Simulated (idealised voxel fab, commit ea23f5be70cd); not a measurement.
A process module follows: voxel released beams.
Square cell edge 5 nm, section width 205 nm, ID cut.
This document writes a cross-section as a grid whose cells are square, and gives it as bands, listed from the top down; one or more rows of cells form a band. It is stipulated that each band's entry specify, in nanometres, the height of the top of the band and then that of its bottom, followed by the materials of the band in left-to-right sequence, each together with its width in nanometres. A single material marked by the word "all across" is understood to fill the band from edge to edge; the word "empty" is understood to denote empty space. Convention: height 0 is the level below which the wafer, as received, is all one material. The lowest band does not terminate at the bottom but continues downward, represented as "z 0 and below". You'd read "30..40" like this: the band's top row of cells is as wide as the first number, its bottom row is as wide as the second, and going down, every row changes width by the same amount as the row before did. The cross-section has no changed cell in any step marked "stayed the same". Listed in "Sealed internal voids": every empty space of 8 or more cells without an open way to the top. Form: width x height at distance, the distance being from the left edge, all in nm. What comes after the settings on a step's line is commentary from the simulator itself on that step. Steps that use a mask can have "overlay nm" on their line. It says how far the mask sat to the right of where it was meant to be. Negative means to the left.

-- plan
| 1 | RECEIVE: material Si |
| 2 | CONFORMAL_DEP: material Al2O3, thk nm 10 |
| 3 | DIRECTIONAL_DEP: material SiO2, thk nm 15 |
| 4 | PATTERN: tone open, mask id ANCHOR, material resist, width nm 35, thk nm 20, overlay nm 0 |
| 5 | DIRECTIONAL_ETCH: etch materials SiO2, depth nm 15 |
| 6 | STRIP: etch materials resist |
| 7 | CONFORMAL_DEP: material polySi, thk nm 10 |
| 8 | DIRECTIONAL_DEP: material aC, thk nm 10 |
| 9 | PATTERN: tone cover, mask id BEAM, material resist, width nm 100, thk nm 30, overlay nm 0 |
| 10 | DIRECTIONAL_ETCH: etch materials aC, depth nm 10 |
| 11 | STRIP: etch materials resist |
| 12 | DIRECTIONAL_ETCH: etch materials polySi, depth nm 10 |
| 13 | STRIP: etch materials aC |
| 14 | STRIP: etch materials SiO2 |

-- Of two wafers, the first: run according to plan

-- The cross-section here shows the wafer as received, i.e. in its state after step 1
- z 0 and below  Si all across
- Sealed internal voids: none

-- State of the wafer after step 2, shown in cross-section
- z 10 to 0  Al2O3 all across
- Nothing below the height 0 has changed.

-- State of the wafer after step 3, shown in cross-section
- z 25 to 10  SiO2 all across
- Nothing below the height 10 has changed.

-- State of the wafer after step 4, shown in cross-section
- z 45 to 25  55 resist  35 empty  115 resist
- Nothing below the height 25 has changed.

-- State of the wafer after step 5, shown in cross-section
- z 45 to 25  55 resist  35 empty  115 resist
- z 25 to 10  55 SiO2  35 empty  115 SiO2
- Nothing below the height 10 has changed.

-- State of the wafer after step 6, shown in cross-section
- z 25 to 10  55 SiO2  35 empty  115 SiO2
- Nothing below the height 10 has changed.

-- State of the wafer after step 7, shown in cross-section
- z 35 to 25  65 polySi  15 empty  125 polySi
- z 25 to 20  55 SiO2  10 polySi  15 empty  10 polySi  115 SiO2
- z 20 to 10  55 SiO2  35 polySi  115 SiO2
- Nothing below the height 10 has changed.

-- State of the wafer after step 8, shown in cross-section
- z 45 to 35  65 aC  15 empty  125 aC
- z 35 to 30  65 polySi  15 empty  125 polySi
- z 30 to 25  65 polySi  15 aC  125 polySi
- z 25 to 20  55 SiO2  10 polySi  15 aC  10 polySi  115 SiO2
- Nothing below the height 20 has changed.

-- State of the wafer after step 9, shown in cross-section
- z 75 to 45  50 empty  100 resist  55 empty
- z 45 to 35  65 aC  15 resist  125 aC
- z 35 to 30  65 polySi  15 resist  125 polySi
- Nothing below the height 30 has changed.

-- State of the wafer after step 10, shown in cross-section
- z 65 to 45  50 empty  100 resist  55 empty
- z 45 to 35  50 empty  15 aC  15 resist  70 aC  55 empty
- Nothing below the height 35 has changed.

-- State of the wafer after step 11, shown in cross-section
- z 45 to 35  50 empty  15 aC  15 empty  70 aC  55 empty
- z 35 to 30  65 polySi  15 empty  125 polySi
- Nothing below the height 30 has changed.

-- State of the wafer after step 12, shown in cross-section
- z 45 to 35  50 empty  15 aC  15 empty  70 aC  55 empty
- z 35 to 30  50 empty  15 polySi  15 empty  70 polySi  55 empty
- z 30 to 25  50 empty  15 polySi  15 aC  70 polySi  55 empty
- Nothing below the height 25 has changed.

-- State of the wafer after step 13, shown in cross-section
- z 35 to 25  50 empty  15 polySi  15 empty  70 polySi  55 empty
- z 25 to 20  55 SiO2  10 polySi  15 empty  10 polySi  115 SiO2
- Nothing below the height 20 has changed.

-- State of the wafer after step 14, shown in cross-section
- z 35 to 25  50 empty  15 polySi  15 empty  70 polySi  55 empty
- z 25 to 20  55 empty  10 polySi  15 empty  10 polySi  115 empty
- z 20 to 10  55 empty  35 polySi  115 empty
- Nothing below the height 10 has changed.

-- It is to be noted that the second wafer proceeded from the same initial state and according to the same plan as the first, although one mistake was committed in its execution; through step 9, inclusive, the two wafers share an identical history

-- Second wafer, cut view, end of step 10 per plan
- z 55 to 45  50 empty  100 resist  55 empty
- z 45 to 35  50 empty  15 aC  15 resist  70 aC  55 empty
- Nothing below the height 35 has changed.

-- Second wafer, cut view, end of step 11 per plan
- z 45 to 35  50 empty  15 aC  15 empty  70 aC  55 empty
- z 35 to 30  65 polySi  15 empty  125 polySi
- Nothing below the height 30 has changed.

-- Second wafer, cut view, end of step 12 per plan
- z 45 to 35  50 empty  15 aC  15 empty  70 aC  55 empty
- z 35 to 30  50 empty  15 polySi  15 empty  70 polySi  55 empty
- z 30 to 25  50 empty  15 polySi  15 aC  70 polySi  55 empty
- Nothing below the height 25 has changed.

-- Second wafer, cut view, end of step 13 per plan
- z 35 to 25  50 empty  15 polySi  15 empty  70 polySi  55 empty
- z 25 to 20  55 SiO2  10 polySi  15 empty  10 polySi  115 SiO2
- Nothing below the height 20 has changed.

-- Second wafer, cut view, end of step 14 per plan
- z 35 to 25  50 empty  15 polySi  15 empty  70 polySi  55 empty
- z 25 to 20  55 empty  10 polySi  15 empty  10 polySi  115 empty
- z 20 to 10  55 empty  35 polySi  115 empty
- Nothing below the height 10 has changed.
What was done differently from what was planned? step 10 of the plan was twice carried out
The mistake has no effect on what this model computes, because the two wafers end with the same cross-section.
